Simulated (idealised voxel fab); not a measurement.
process module | voxel capacitor over wiring
cross-section cut | 170 nm wide | cells 5 nm
A cross-section is a grid of square cells, given in bands from the top down. A band is one or more rows of cells.
Each band's line starts with the height of the band's top and of its bottom, in nm. Then come its materials from left to right, each with its width in nm. One material with "throughout" fills the band from edge to edge. "air" is empty space.
Height 0 is the level under which the wafer as received is all one material. The lowest band goes on downwards, as in "0 down".
A width such as "30 to 40" changes by the same amount from each row of cells to the next, from the band's top row to its bottom row.
"no change" after a step means that no cell of the cross-section changed.
closed voids: empty space of 8 cells or more with no open way to the top, each as width x height at its distance from the left edge, in nm
after a step's settings: what the simulator itself notes on the step
overlay nm, on a step with a mask: how far to the right of its planned place the mask lay; to the left if negative
plan
1 op RECEIVE | material Si
2 op CONFORMAL_DEP | material SiO2 | thk nm 10
3 op DIRECTIONAL_DEP | material TiN | thk nm 5
4 op DIRECTIONAL_DEP | material Ru | thk nm 15
5 op MASKED_ETCH | tone cover | mask id METAL_1 | width nm 20 | pitch nm 80 | etch materials Ru | depth nm 15 | overlay nm 0
6 op MASKED_ETCH | tone cover | mask id METAL_1 | width nm 20 | pitch nm 80 | etch materials TiN | depth nm 5 | overlay nm 0
7 op FILL_DEP | material SiO2 | thk nm 5
8 op CMP | height nm 30
9 op CONFORMAL_DEP | material SiCN | thk nm 5
10 op DIRECTIONAL_DEP | material SiO2 | thk nm 10
11 op DIRECTIONAL_DEP | material aC | thk nm 10
12 op PATTERN | tone open | mask id PLUG_1 | material resist | width nm 15 | thk nm 25 | overlay nm 0
13 op DIRECTIONAL_ETCH | etch materials aC | depth nm 10
14 op STRIP | etch materials resist
15 op DIRECTIONAL_ETCH | etch materials SiO2 | depth nm 10
16 op DIRECTIONAL_ETCH | etch materials SiCN | depth nm 5
17 op STRIP | etch materials aC
18 op CONFORMAL_DEP | material TiN | thk nm 5
19 op FILL_DEP | material Cu | thk nm 5
20 op CMP | height nm 45
21 op DIRECTIONAL_DEP | material TiN | thk nm 10
22 op DIRECTIONAL_DEP | material Al2O3 | thk nm 5
23 op DIRECTIONAL_DEP | material TiN | thk nm 10
24 op MASKED_ETCH | tone cover | mask id UPPER_PLATE | width nm 65 | etch materials TiN | depth nm 10 | overlay nm 0
25 op MASKED_ETCH | tone cover | mask id UPPER_PLATE | width nm 65 | etch materials Al2O3 | depth nm 5 | overlay nm 0
26 op PATTERN | tone cover | mask id LOWER_PLATE | material resist | width nm 75 | thk nm 20 | overlay nm 0
27 op DIRECTIONAL_ETCH | etch materials TiN | depth nm 10
28 op STRIP | etch materials resist
29 op FILL_DEP | material SiO2 | thk nm 15
30 op CMP | height nm 80
31 op PATTERN | tone open | mask id PLUG_2 | material resist | width nm 15 | thk nm 20 | overlay nm 0
32 op DIRECTIONAL_ETCH | etch materials SiO2 | depth nm 10
33 op STRIP | etch materials resist
34 op CONFORMAL_DEP | material TiN | thk nm 5
35 op FILL_DEP | material Ru | thk nm 10
36 op CMP | height nm 80
37 op CONFORMAL_DEP | material SiN | thk nm 5
first wafer, as planned
as received, after step 1
  0 down: Si throughout
  closed voids: none
after step 2
  10 to 0: SiO2 throughout
  below 0: unchanged
after step 3
  15 to 10: TiN throughout
  below 10: unchanged
after step 4
  30 to 15: Ru throughout
  below 15: unchanged
after step 5
  30 to 15: air 35 | Ru 20 | air 60 | Ru 20 | air 35
  below 15: unchanged
after step 6
  30 to 15: air 35 | Ru 20 | air 60 | Ru 20 | air 35
  15 to 10: air 35 | TiN 20 | air 60 | TiN 20 | air 35
  below 10: unchanged
after step 7
  35 to 30: SiO2 throughout
  30 to 15: SiO2 35 | Ru 20 | SiO2 60 | Ru 20 | SiO2 35
  15 to 10: SiO2 35 | TiN 20 | SiO2 60 | TiN 20 | SiO2 35
  below 10: unchanged
after step 8
  30 to 15: SiO2 35 | Ru 20 | SiO2 60 | Ru 20 | SiO2 35
  below 15: unchanged
after step 9
  35 to 30: SiCN throughout
  below 30: unchanged
after step 10
  45 to 35: SiO2 throughout
  below 35: unchanged
after step 11
  55 to 45: aC throughout
  below 45: unchanged
after step 12
  80 to 55: resist 40 | air 15 | resist 115
  below 55: unchanged
after step 13
  70 to 55: resist 40 | air 15 | resist 115
  55 to 45: aC 40 | air 15 | aC 115
  below 45: unchanged
after step 14
  55 to 45: aC 40 | air 15 | aC 115
  below 45: unchanged
after step 15
  55 to 45: aC 40 | air 15 | aC 115
  45 to 35: SiO2 40 | air 15 | SiO2 115
  below 35: unchanged
after step 16
  55 to 45: aC 40 | air 15 | aC 115
  45 to 35: SiO2 40 | air 15 | SiO2 115
  35 to 30: SiCN 40 | air 15 | SiCN 115
  below 30: unchanged
after step 17
  45 to 35: SiO2 40 | air 15 | SiO2 115
  below 35: unchanged
after step 18
  50 to 45: TiN 45 | air 5 | TiN 120
  45 to 35: SiO2 40 | TiN 5 | air 5 | TiN 5 | SiO2 115
  35 to 30: SiCN 40 | TiN 15 | SiCN 115
  below 30: unchanged
after step 19
  55 to 50: Cu throughout
  50 to 45: TiN 45 | Cu 5 | TiN 120
  45 to 35: SiO2 40 | TiN 5 | Cu 5 | TiN 5 | SiO2 115
  below 35: unchanged
after step 20
  45 to 35: SiO2 40 | TiN 5 | Cu 5 | TiN 5 | SiO2 115
  below 35: unchanged
after step 21
  55 to 45: TiN throughout
  below 45: unchanged
after step 22
  60 to 55: Al2O3 throughout
  below 55: unchanged
after step 23
  70 to 60: TiN throughout
  below 60: unchanged
after step 24
  70 to 60: air 40 | TiN 65 | air 65
  below 60: unchanged
after step 25
  70 to 60: air 40 | TiN 65 | air 65
  60 to 55: air 40 | Al2O3 65 | air 65
  below 55: unchanged
after step 26
  90 to 70: air 35 | resist 75 | air 60
  70 to 60: air 35 | resist 5 | TiN 65 | resist 5 | air 60
  60 to 55: air 35 | resist 5 | Al2O3 65 | resist 5 | air 60
  below 55: unchanged
after step 27
  90 to 70: air 35 | resist 75 | air 60
  70 to 60: air 35 | resist 5 | TiN 65 | resist 5 | air 60
  60 to 55: air 35 | resist 5 | Al2O3 65 | resist 5 | air 60
  55 to 45: air 35 | TiN 75 | air 60
  below 45: unchanged
after step 28
  70 to 60: air 40 | TiN 65 | air 65
  60 to 55: air 40 | Al2O3 65 | air 65
  below 55: unchanged
after step 29
  85 to 70: SiO2 throughout
  70 to 60: SiO2 40 | TiN 65 | SiO2 65
  60 to 55: SiO2 40 | Al2O3 65 | SiO2 65
  55 to 45: SiO2 35 | TiN 75 | SiO2 60
  below 45: unchanged
after step 30
  80 to 70: SiO2 throughout
  below 70: unchanged
after step 31
  100 to 80: resist 50 | air 15 | resist 105
  below 80: unchanged
after step 32
  100 to 80: resist 50 | air 15 | resist 105
  80 to 70: SiO2 50 | air 15 | SiO2 105
  below 70: unchanged
after step 33
  80 to 70: SiO2 50 | air 15 | SiO2 105
  below 70: unchanged
after step 34
  85 to 80: TiN 55 | air 5 | TiN 110
  80 to 75: SiO2 50 | TiN 5 | air 5 | TiN 5 | SiO2 105
  75 to 70: SiO2 50 | TiN 15 | SiO2 105
  below 70: unchanged
after step 35
  95 to 85: Ru throughout
  85 to 80: TiN 55 | Ru 5 | TiN 110
  80 to 75: SiO2 50 | TiN 5 | Ru 5 | TiN 5 | SiO2 105
  below 75: unchanged
after step 36
  80 to 75: SiO2 50 | TiN 5 | Ru 5 | TiN 5 | SiO2 105
  below 75: unchanged
after step 37
  85 to 80: SiN throughout
  below 80: unchanged
second wafer: like start, like plan, one mistake. Through step 5 it matches the first wafer
when step 6 should have ended
  30 to 15: air 35 | Ru 20 | air 60 | Ru 20 | air 35
  15 to 10: air 25 | TiN 30 | air 50 | TiN 30 | air 35
  below 10: unchanged
when step 7 should have ended
  35 to 30: SiO2 throughout
  30 to 15: SiO2 35 | Ru 20 | SiO2 60 | Ru 20 | SiO2 35
  15 to 10: SiO2 25 | TiN 30 | SiO2 50 | TiN 30 | SiO2 35
  below 10: unchanged
when step 8 should have ended
  30 to 15: SiO2 35 | Ru 20 | SiO2 60 | Ru 20 | SiO2 35
  below 15: unchanged
when step 9 should have ended
  35 to 30: SiCN throughout
  below 30: unchanged
when step 10 should have ended
  45 to 35: SiO2 throughout
  below 35: unchanged
when step 11 should have ended
  55 to 45: aC throughout
  below 45: unchanged
when step 12 should have ended
  80 to 55: resist 40 | air 15 | resist 115
  below 55: unchanged
when step 13 should have ended
  70 to 55: resist 40 | air 15 | resist 115
  55 to 45: aC 40 | air 15 | aC 115
  below 45: unchanged
when step 14 should have ended
  55 to 45: aC 40 | air 15 | aC 115
  below 45: unchanged
when step 15 should have ended
  55 to 45: aC 40 | air 15 | aC 115
  45 to 35: SiO2 40 | air 15 | SiO2 115
  below 35: unchanged
when step 16 should have ended
  55 to 45: aC 40 | air 15 | aC 115
  45 to 35: SiO2 40 | air 15 | SiO2 115
  35 to 30: SiCN 40 | air 15 | SiCN 115
  below 30: unchanged
when step 17 should have ended
  45 to 35: SiO2 40 | air 15 | SiO2 115
  below 35: unchanged
when step 18 should have ended
  50 to 45: TiN 45 | air 5 | TiN 120
  45 to 35: SiO2 40 | TiN 5 | air 5 | TiN 5 | SiO2 115
  35 to 30: SiCN 40 | TiN 15 | SiCN 115
  below 30: unchanged
when step 19 should have ended
  55 to 50: Cu throughout
  50 to 45: TiN 45 | Cu 5 | TiN 120
  45 to 35: SiO2 40 | TiN 5 | Cu 5 | TiN 5 | SiO2 115
  below 35: unchanged
when step 20 should have ended
  45 to 35: SiO2 40 | TiN 5 | Cu 5 | TiN 5 | SiO2 115
  below 35: unchanged
when step 21 should have ended
  55 to 45: TiN throughout
  below 45: unchanged
when step 22 should have ended
  60 to 55: Al2O3 throughout
  below 55: unchanged
when step 23 should have ended
  70 to 60: TiN throughout
  below 60: unchanged
when step 24 should have ended
  70 to 60: air 40 | TiN 65 | air 65
  below 60: unchanged
when step 25 should have ended
  70 to 60: air 40 | TiN 65 | air 65
  60 to 55: air 40 | Al2O3 65 | air 65
  below 55: unchanged
when step 26 should have ended
  90 to 70: air 35 | resist 75 | air 60
  70 to 60: air 35 | resist 5 | TiN 65 | resist 5 | air 60
  60 to 55: air 35 | resist 5 | Al2O3 65 | resist 5 | air 60
  below 55: unchanged
when step 27 should have ended
  90 to 70: air 35 | resist 75 | air 60
  70 to 60: air 35 | resist 5 | TiN 65 | resist 5 | air 60
  60 to 55: air 35 | resist 5 | Al2O3 65 | resist 5 | air 60
  55 to 45: air 35 | TiN 75 | air 60
  below 45: unchanged
when step 28 should have ended
  70 to 60: air 40 | TiN 65 | air 65
  60 to 55: air 40 | Al2O3 65 | air 65
  below 55: unchanged
when step 29 should have ended
  85 to 70: SiO2 throughout
  70 to 60: SiO2 40 | TiN 65 | SiO2 65
  60 to 55: SiO2 40 | Al2O3 65 | SiO2 65
  55 to 45: SiO2 35 | TiN 75 | SiO2 60
  below 45: unchanged
when step 30 should have ended
  80 to 70: SiO2 throughout
  below 70: unchanged
when step 31 should have ended
  100 to 80: resist 50 | air 15 | resist 105
  below 80: unchanged
when step 32 should have ended
  100 to 80: resist 50 | air 15 | resist 105
  80 to 70: SiO2 50 | air 15 | SiO2 105
  below 70: unchanged
when step 33 should have ended
  80 to 70: SiO2 50 | air 15 | SiO2 105
  below 70: unchanged
when step 34 should have ended
  85 to 80: TiN 55 | air 5 | TiN 110
  80 to 75: SiO2 50 | TiN 5 | air 5 | TiN 5 | SiO2 105
  75 to 70: SiO2 50 | TiN 15 | SiO2 105
  below 70: unchanged
when step 35 should have ended
  95 to 85: Ru throughout
  85 to 80: TiN 55 | Ru 5 | TiN 110
  80 to 75: SiO2 50 | TiN 5 | Ru 5 | TiN 5 | SiO2 105
  below 75: unchanged
when step 36 should have ended
  80 to 75: SiO2 50 | TiN 5 | Ru 5 | TiN 5 | SiO2 105
  below 75: unchanged
when step 37 should have ended
  85 to 80: SiN throughout
  below 80: unchanged
what went wrong: step 6 ran as: op MASKED_ETCH | tone cover | mask id METAL_1 | width nm 20 | pitch nm 80 | etch materials TiN | depth nm 5 | overlay nm -10
at the end the second wafer has, in cells: 4 fewer of SiO2 | 4 more of TiN
